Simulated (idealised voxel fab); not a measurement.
Process module in this document: voxel ribs on slabs
For reference, the cross-section in this document is cut, with width 250 nm and square cells of 5 nm.
The cross-sections in this document take the form of a grid made of square cells. They are written out as bands, in order from top to bottom. Each band consists of one or more rows of cells.
Heights first: top, then bottom, in nm. Then materials, left to right, each with a width in nm. "throughout" on a single material: fills the band edge to edge. "air": empty space.
Heights are reckoned from 0. Under this level, the received wafer is all of one material. The bottommost band is open-ended downward, for example "0 and below".
The width entry "30..40" should be interpreted row by row: the top row of cells in the band takes the first number, the bottom row takes the second number, and the change between adjacent rows is uniform throughout.
It should be understood that the words "nothing different", when stated for a given step, signify that the cross-section underwent no change in any of its cells during that step.
"Unvented internal voids" specifies each empty space that is not open to the top and that occupies no fewer than 8 cells, using the form width x height at distance, the distance measured from the left edge and all three quantities in nm.
What comes after the settings on a step's line is commentary from the simulator itself on that step.
Each step line may optionally specify "overlay nm", which for a step with a mask gives the rightward distance between the mask's planned place and where it lay, a negative value indicating the leftward direction.

-- This section lists the process steps that were planned
1 RECEIVE (material Si)
2 DIRECTIONAL_DEP (material SiO2; thk nm 30)
3 DIRECTIONAL_DEP (material polySi; thk nm 20)
4 PATTERN (tone cover; mask id RIB; material resist; width nm 30; thk nm 20; overlay nm 0)
5 DIRECTIONAL_ETCH (etch materials polySi; depth nm 5)
6 STRIP (etch materials resist)
7 MASKED_ETCH (tone cover; mask id SLAB; width nm 90; etch materials polySi; depth nm 15; overlay nm 0)
8 FILL_DEP (material SiO2; thk nm 15)
9 CMP (height nm 60)
10 DIRECTIONAL_DEP (material TiN; thk nm 5)
11 DIRECTIONAL_DEP (material aC; thk nm 10)
12 PATTERN (tone cover; mask id HEATER; material resist; width nm 40; thk nm 25; overlay nm 0)
13 DIRECTIONAL_ETCH (etch materials aC; depth nm 10)
14 STRIP (etch materials resist)
15 DIRECTIONAL_ETCH (etch materials TiN; depth nm 5)
16 STRIP (etch materials aC)
17 CONFORMAL_DEP (material SiO2; thk nm 10)

-- As-received wafer cross-section (after step 1)
0 and below: Si throughout
Unvented internal voids: none

-- The plan above was carried out on the starting structure above with one mistake, and this cross-section shows the wafer at the end of the module
85 down to 75: SiO2 throughout
75 down to 65: polySi throughout
65 down to 60: TiN throughout
60 down to 50: SiO2 throughout
50 down to 45: SiO2 110, then polySi 30, then SiO2 110
45 down to 30: SiO2 80, then polySi 90, then SiO2 80
30 down to 0: SiO2 throughout
0 and below: Si throughout
Unvented internal voids: none
Which mistake was made when the wafer was run? step 11 was processed under conditions differing from the plan, specifically as DIRECTIONAL_DEP (material polySi; thk nm 10)
